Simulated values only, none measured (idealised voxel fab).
The process module that follows is named voxel capacitor over wiring.
Displayed cross-section: cut, width of 175 nm, square cells sized 5 nm.
Heads up, the way a cross-section reads in here is a grid of square cells, handed over as bands from the top down, with every band being one or more rows of cells. Within each band entry, the heights of the top and of the bottom of the band appear first, in that order and in nm; the materials of the band then follow from left to right, each with its corresponding width in nm. The designation "full width" on a single material indicates that it fills the band from edge to edge; the designation "empty" indicates empty space. Below 0: as-received wafer, all one material; heights counted from there. Lowest band: no bottom, goes on down, written "from 0 down". The two numbers in a width such as "30..40" mark its ends across the band: the first belongs to the top row of cells, the second to the bottom row, and from each row to the next the width moves by the same amount. Key: "remains unaltered" - step with no changed cell in the cross-section. This entry, "Closed voids list", enumerates those empty regions of no fewer than 8 cells that possess no open connection to the top. Each region is reported in the form width x height at distance, the distance being taken from the left edge, with all three quantities expressed in nm. That trailing text on a step's line, after the settings, is the simulator's own remark on the step. If you see "overlay nm" on a step's line and that step has a mask, it's telling you how far right of where it was planned the mask ended up; a negative number means it went left instead.
-- This section lists the process steps that were planned
1,RECEIVE,material Si
2,CONFORMAL_DEP,material SiO2,thk nm 10
3,CONFORMAL_DEP,material SiN,thk nm 5
4,DIRECTIONAL_DEP,material lowk,thk nm 25
5,MASKED_ETCH,tone open,mask id METAL_1,width nm 20,pitch nm 75,etch materials lowk,depth nm 25,overlay nm 0
6,MASKED_ETCH,tone open,mask id METAL_1,width nm 20,pitch nm 75,etch materials SiN,depth nm 5,overlay nm 0
7,CONFORMAL_DEP,material TiN,thk nm 5
8,FILL_DEP,material Cu,thk nm 10
9,CMP,height nm 40
10,EPI,material Ru,thk nm 5
11,FILL_DEP,material SiCN,thk nm 5
12,DIRECTIONAL_DEP,material lowk,thk nm 20
13,PATTERN,tone open,mask id PLUG_1,material resist,width nm 15,thk nm 15,overlay nm 0
14,DIRECTIONAL_ETCH,etch materials lowk,depth nm 20
15,DIRECTIONAL_ETCH,etch materials SiCN,depth nm 5
16,STRIP,etch materials resist
17,CONFORMAL_DEP,material TiN,thk nm 5
18,FILL_DEP,material Cu,thk nm 10
19,CMP,height nm 70
20,DIRECTIONAL_DEP,material TiN,thk nm 10
21,DIRECTIONAL_DEP,material SiN,thk nm 5
22,DIRECTIONAL_DEP,material TiN,thk nm 10
23,DIRECTIONAL_DEP,material aC,thk nm 15
24,PATTERN,tone cover,mask id UPPER_PLATE,material resist,width nm 60,thk nm 35,overlay nm 0
25,DIRECTIONAL_ETCH,etch materials aC,depth nm 15
26,STRIP,etch materials resist
27,DIRECTIONAL_ETCH,etch materials TiN,depth nm 10
28,DIRECTIONAL_ETCH,etch materials SiN,depth nm 5
29,STRIP,etch materials aC
30,DIRECTIONAL_DEP,material aC,thk nm 15
31,PATTERN,tone cover,mask id LOWER_PLATE,material resist,width nm 70,thk nm 30,overlay nm 0
32,DIRECTIONAL_ETCH,etch materials aC,depth nm 15
33,STRIP,etch materials resist
34,DIRECTIONAL_ETCH,etch materials TiN,depth nm 10
35,STRIP,etch materials aC
36,FILL_DEP,material SiO2,thk nm 15
37,CMP,height nm 105
38,MASKED_ETCH,tone open,mask id PLUG_2,width nm 15,etch materials SiO2,depth nm 10,overlay nm 0
39,CONFORMAL_DEP,material TiN,thk nm 5
40,FILL_DEP,material Ru,thk nm 5
41,CMP,height nm 105
42,CONFORMAL_DEP,material SiCN,thk nm 5
-- Wafer cross-section on receipt, i.e. after step 1
  from 0 down = Si full width
  Closed voids list: none
-- Module complete - cross-section of the first of two wafers, run according to plan
  from 110 to 105 = SiCN full width
  from 105 to 100 = SiO2: 55; TiN: 5; Ru: 5; TiN: 5; SiO2: 105
  from 100 to 95 = SiO2: 55; TiN: 15; SiO2: 105
  from 95 to 85 = SiO2: 45; TiN: 60; SiO2: 70
  from 85 to 80 = SiO2: 45; SiN: 60; SiO2: 70
  from 80 to 70 = SiO2: 40; TiN: 70; SiO2: 65
  from 70 to 50 = lowk: 45; TiN: 5; Cu: 5; TiN: 5; lowk: 115
  from 50 to 45 = SiCN: 45; TiN: 15; SiCN: 115
  from 45 to 40 = SiCN: 35; Ru: 30; SiCN: 45; Ru: 30; SiCN: 35
  from 40 to 15 = lowk: 40; TiN: 5; Cu: 10; TiN: 5; lowk: 55; TiN: 5; Cu: 10; TiN: 5; lowk: 40
  from 15 to 10 = SiN: 40; TiN: 20; SiN: 55; TiN: 20; SiN: 40
  from 10 to 0 = SiO2 full width
  from 0 down = Si full width
  Closed voids list: none
-- Cross-sectional view of the second of two wafers upon completion of the module. This wafer shared its starting condition and process plan with the first; one error was made during its execution
  from 110 to 105 = SiCN full width
  from 105 to 100 = SiO2: 45; TiN: 60; SiO2: 70
  from 100 to 95 = SiO2: 45; SiN: 60; SiO2: 70
  from 95 to 85 = SiO2: 40; TiN: 70; SiO2: 65
  from 85 to 75 = Cu full width
  from 75 to 70 = TiN: 50; Cu: 5; TiN: 120
  from 70 to 50 = lowk: 45; TiN: 5; Cu: 5; TiN: 5; lowk: 115
  from 50 to 45 = SiCN: 45; TiN: 15; SiCN: 115
  from 45 to 40 = SiCN: 35; Ru: 30; SiCN: 45; Ru: 30; SiCN: 35
  from 40 to 15 = lowk: 40; TiN: 5; Cu: 10; TiN: 5; lowk: 55; TiN: 5; Cu: 10; TiN: 5; lowk: 40
  from 15 to 10 = SiN: 40; TiN: 20; SiN: 55; TiN: 20; SiN: 40
  from 10 to 0 = SiO2 full width
  from 0 down = Si full width
  Closed voids list: none
Run error: it should be noted that step 19 of the plan was omitted and was not performed
End check, counted in cells, second wafer has more or fewer of these materials than the first: Cu: 71 more | Ru: 1 fewer | SiO2: 87 fewer | TiN: 17 more
